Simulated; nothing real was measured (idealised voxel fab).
Title: Process Module voxel self aligned contacts
cross-section cut | 250 nm wide | cells 5 nm
Cross-section = grid of square cells, listed top down in bands; band = one or more rows.
Basically the band line says how high the top is and how high the bottom is, in nm, and then what's in it from left to right, every material with its width in nm. Empty space shows up as "empty", and if a single material carries "throughout" it runs the full band edge to edge.
Measure heights from 0. That's the level where, below it, the as-received wafer is all one material. The lowest band is bottomless and extends downward; write it as in "from 0 down".
Note: "30 to 40" means the width goes from the first number (top row of the band) to the second number (bottom row) in equal steps per row of cells.
"remained the same" for a step: no cell of the cross-section changed in that step.
This entry, "Encapsulated voids", enumerates those empty regions of no fewer than 8 cells that possess no open connection to the top. Each region is reported in the form width x height at distance, the distance being taken from the left edge, with all three quantities expressed in nm.
after a step's settings: what the simulator itself notes on the step
"overlay nm" on a masked step: distance the mask lay right of its planned place, negative for left.

-- The planned process steps are enumerated hereunder
1) RECEIVE with material Si
2) OXIDIZE with depth nm 5
3) DIRECTIONAL_DEP with material polySi, thk nm 25
4) DIRECTIONAL_DEP with material SiN, thk nm 25
5) DIRECTIONAL_DEP with material aC, thk nm 15
6) PATTERN with tone cover, mask id GATE, material resist, width nm 25, pitch nm 65, thk nm 30, overlay nm -15
7) DIRECTIONAL_ETCH with etch materials aC, depth nm 15
8) STRIP with etch materials resist
9) DIRECTIONAL_ETCH with etch materials SiN, depth nm 25
10) DIRECTIONAL_ETCH with etch materials polySi, depth nm 25
11) STRIP with etch materials aC
12) CONFORMAL_DEP with material SiN, thk nm 10
13) DIRECTIONAL_ETCH with etch materials SiN, depth nm 10
14) FILL_DEP with material SiO2, thk nm 15
15) CMP with height nm 60
16) PATTERN with tone open, mask id CONTACT, material resist, width nm 50, pitch nm 65, thk nm 20, overlay nm 0
17) DIRECTIONAL_ETCH with etch materials SiO2, depth nm 65
18) STRIP with etch materials resist
19) CONFORMAL_DEP with material TiN, thk nm 5
20) FILL_DEP with material W, thk nm 5
21) CMP with height nm 60
22) CONFORMAL_DEP with material SiN, thk nm 5
The value of overlay nm given for step 6 in the plan refers to the first wafer; the wafers vary in this setting and are alike at the start.

-- Cross-section of the first incoming wafer of several, state after step 1
> from 0 down  Si throughout
> Encapsulated voids: none

-- End of module, by wafer: material-by-material cell gain (+) or loss (-) since receipt, then closed voids
overlay nm -15, -50 Si, +245 SiN, +252 SiO2, +68 TiN, +60 W, +75 polySi, Encapsulated voids: none
overlay nm -10, -50 Si, +245 SiN, +252 SiO2, +68 TiN, +60 W, +75 polySi, Encapsulated voids: none
overlay nm -5, -50 Si, +245 SiN, +252 SiO2, +68 TiN, +60 W, +75 polySi, Encapsulated voids: none
overlay nm 0, -50 Si, +245 SiN, +252 SiO2, +68 TiN, +60 W, +75 polySi, Encapsulated voids: none
overlay nm 5, -50 Si, +245 SiN, +252 SiO2, +68 TiN, +60 W, +75 polySi, Encapsulated voids: none
overlay nm 10, -50 Si, +245 SiN, +252 SiO2, +68 TiN, +60 W, +75 polySi, Encapsulated voids: none
overlay nm 15, -50 Si, +245 SiN, +252 SiO2, +68 TiN, +60 W, +75 polySi, Encapsulated voids: none
